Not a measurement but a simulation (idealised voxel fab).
The following is a process module called voxel trench capacitor.
The cross-section on display is named cut; it measures 245 nm wide, and its cells are 5 nm squares.
In what follows, cross-sections appear as grids of square cells, described through bands that run from the top down, where every band is one or more rows of cells.
It is stipulated that each band's entry specify, in nanometres, the height of the top of the band and then that of its bottom, followed by the materials of the band in left-to-right sequence, each together with its width in nanometres. A single material marked by the word "everywhere" is understood to fill the band from edge to edge; the word "air" is understood to denote empty space.
Convention: height 0 is the level below which the wafer, as received, is all one material. The lowest band does not terminate at the bottom but continues downward, represented as "z 0 and below".
With a width like "30 to 40", each row of cells in the band differs from the next by the same amount, the top row carrying the first number and the bottom row the second.
No cell of the cross-section changed in a step that is given as "changes: none".
The entry titled "Trapped void list" provides the empty spaces that have no open way to the top, restricted to those of 8 cells or more. Each is presented as width x height at distance, the distance being measured from the left edge, with all three in nm.
Text after the settings on a step's line: the simulator's own remark on that step.
When a step includes a mask, the "overlay nm" setting on its line states how far to the right of its planned place that mask lay, and negative values state how far to the left.
# Intended process steps
1,op RECEIVE | material Si
2,op CONFORMAL_DEP | material SiN | thk nm 5
3,op PATTERN | tone open | mask id TRENCH | material resist | width nm 25 | pitch nm 45 | thk nm 20 | overlay nm 0
4,op DIRECTIONAL_ETCH | etch materials SiN | depth nm 5
5,op DIRECTIONAL_ETCH | etch materials Si | depth nm 35
6,op STRIP | etch materials resist
7,op CONFORMAL_DEP | material HfO2 | thk nm 5
8,op CONFORMAL_DEP | material TiN | thk nm 5
9,op FILL_DEP | material W | thk nm 5
10,op CMP | height nm 5
# Cross-section of the incoming wafer, state after step 1
    z 0 and below = Si everywhere
    Trapped void list: none
# Final wafer profile in cross-section after the module, from the same start and plan as above, with one mistake made during processing
    z 5 to 0 = SiN 65 nm, HfO2 5 nm, TiN 5 nm, W 5 nm, TiN 5 nm, HfO2 5 nm, SiN 20 nm, HfO2 5 nm, TiN 5 nm, W 5 nm, TiN 5 nm, HfO2 5 nm, SiN 20 nm, HfO2 5 nm, TiN 5 nm, W 5 nm, TiN 5 nm, HfO2 5 nm, SiN 65 nm
    z 0 to -60 = Si 65 nm, HfO2 5 nm, TiN 5 nm, W 5 nm, TiN 5 nm, HfO2 5 nm, Si 20 nm, HfO2 5 nm, TiN 5 nm, W 5 nm, TiN 5 nm, HfO2 5 nm, Si 20 nm, HfO2 5 nm, TiN 5 nm, W 5 nm, TiN 5 nm, HfO2 5 nm, Si 65 nm
    z -60 to -65 = Si 65 nm, HfO2 5 nm, TiN 15 nm, HfO2 5 nm, Si 20 nm, HfO2 5 nm, TiN 15 nm, HfO2 5 nm, Si 20 nm, HfO2 5 nm, TiN 15 nm, HfO2 5 nm, Si 65 nm
    z -65 to -70 = Si 65 nm, HfO2 25 nm, Si 20 nm, HfO2 25 nm, Si 20 nm, HfO2 25 nm, Si 65 nm
    z -70 and below = Si everywhere
    Trapped void list: none
It is concluded that the wafer was processed incorrectly with respect to the plan, in that in the plan, step 5 was performed twice
